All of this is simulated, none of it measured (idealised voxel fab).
process module | voxel capacitor over wiring
cross-section cut | 230 nm wide | cells 5 nm
A cross-section is a grid of square cells, given in bands from the top down. A band is one or more rows of cells.
Each band's line starts with the height of the band's top and of its bottom, in nm. Then come its materials from left to right, each with its width in nm. One material with "throughout" fills the band from edge to edge. "air" is empty space.
Height 0 is the level under which the wafer as received is all one material. The lowest band goes on downwards, as in "0 down".
A width such as "30 to 40" changes by the same amount from each row of cells to the next, from the band's top row to its bottom row.
"no change" after a step means that no cell of the cross-section changed.
closed voids: empty space of 8 cells or more with no open way to the top, each as width x height at its distance from the left edge, in nm
after a step's settings: what the simulator itself notes on the step
overlay nm, on a step with a mask: how far to the right of its planned place the mask lay; to the left if negative
plan
1 op RECEIVE | material Si
2 op CONFORMAL_DEP | material SiO2 | thk nm 15
3 op CONFORMAL_DEP | material SiCN | thk nm 5
4 op DIRECTIONAL_DEP | material lowk | thk nm 25
5 op DIRECTIONAL_DEP | material aC | thk nm 15
6 op PATTERN | tone open | mask id METAL_1 | material resist | width nm 25 | pitch nm 95 | thk nm 35 | overlay nm 0
7 op DIRECTIONAL_ETCH | etch materials aC | depth nm 15
8 op STRIP | etch materials resist
9 op DIRECTIONAL_ETCH | etch materials lowk | depth nm 25
10 op DIRECTIONAL_ETCH | etch materials SiCN | depth nm 5
11 op STRIP | etch materials aC
12 op CONFORMAL_DEP | material TiN | thk nm 5
13 op FILL_DEP | material Ru | thk nm 5
14 op CMP | height nm 45
15 op CONFORMAL_DEP | material SiCN | thk nm 5
16 op DIRECTIONAL_DEP | material lowk | thk nm 15
17 op DIRECTIONAL_DEP | material aC | thk nm 15
18 op PATTERN | tone open | mask id PLUG_1 | material resist | width nm 15 | thk nm 30 | overlay nm 0
19 op DIRECTIONAL_ETCH | etch materials aC | depth nm 15
20 op STRIP | etch materials resist
21 op DIRECTIONAL_ETCH | etch materials lowk | depth nm 15
22 op DIRECTIONAL_ETCH | etch materials SiCN | depth nm 5
23 op STRIP | etch materials aC
24 op CONFORMAL_DEP | material TiN | thk nm 5
25 op FILL_DEP | material W | thk nm 5
26 op CMP | height nm 65
27 op DIRECTIONAL_DEP | material TiN | thk nm 5
28 op DIRECTIONAL_DEP | material Al2O3 | thk nm 5
29 op DIRECTIONAL_DEP | material TiN | thk nm 5
30 op DIRECTIONAL_DEP | material aC | thk nm 10
31 op PATTERN | tone cover | mask id UPPER_PLATE | material resist | width nm 75 | thk nm 30 | overlay nm 0
32 op DIRECTIONAL_ETCH | etch materials aC | depth nm 10
33 op STRIP | etch materials resist
34 op DIRECTIONAL_ETCH | etch materials TiN | depth nm 5
35 op DIRECTIONAL_ETCH | etch materials Al2O3 | depth nm 5
36 op STRIP | etch materials aC
37 op MASKED_ETCH | tone cover | mask id LOWER_PLATE | width nm 75 | etch materials TiN | depth nm 5 | overlay nm 0
38 op FILL_DEP | material SiO2 | thk nm 20
39 op CMP | height nm 95
40 op PATTERN | tone open | mask id PLUG_2 | material resist | width nm 15 | thk nm 15 | overlay nm 0
41 op DIRECTIONAL_ETCH | etch materials SiO2 | depth nm 15
42 op STRIP | etch materials resist
43 op CONFORMAL_DEP | material TiN | thk nm 5
44 op FILL_DEP | material Cu | thk nm 5
45 op CMP | height nm 95
46 op CONFORMAL_DEP | material SiCN | thk nm 5
varied across the wafers: width nm of step 37. The plan shows the first wafer's value. All wafers start alike
first wafer as received, after step 1
  0 down: Si throughout
  closed voids: none
each wafer at the end: cells of each material gained (+) or lost (-) since it was received, then its closed voids
width nm 75 | +15 Al2O3 | +2 Cu | +30 Ru | +125 SiCN | +360 SiO2 | +76 TiN | +3 W | +309 lowk | closed voids: none
width nm 80 | +15 Al2O3 | +2 Cu | +30 Ru | +125 SiCN | +359 SiO2 | +77 TiN | +3 W | +309 lowk | closed voids: none
width nm 85 | +15 Al2O3 | +2 Cu | +30 Ru | +125 SiCN | +358 SiO2 | +78 TiN | +3 W | +309 lowk | closed voids: none
width nm 90 | +15 Al2O3 | +2 Cu | +30 Ru | +125 SiCN | +357 SiO2 | +79 TiN | +3 W | +309 lowk | closed voids: none
width nm 95 | +15 Al2O3 | +2 Cu | +30 Ru | +125 SiCN | +356 SiO2 | +80 TiN | +3 W | +309 lowk | closed voids: none
width nm 100 | +15 Al2O3 | +2 Cu | +30 Ru | +125 SiCN | +355 SiO2 | +81 TiN | +3 W | +309 lowk | closed voids: none
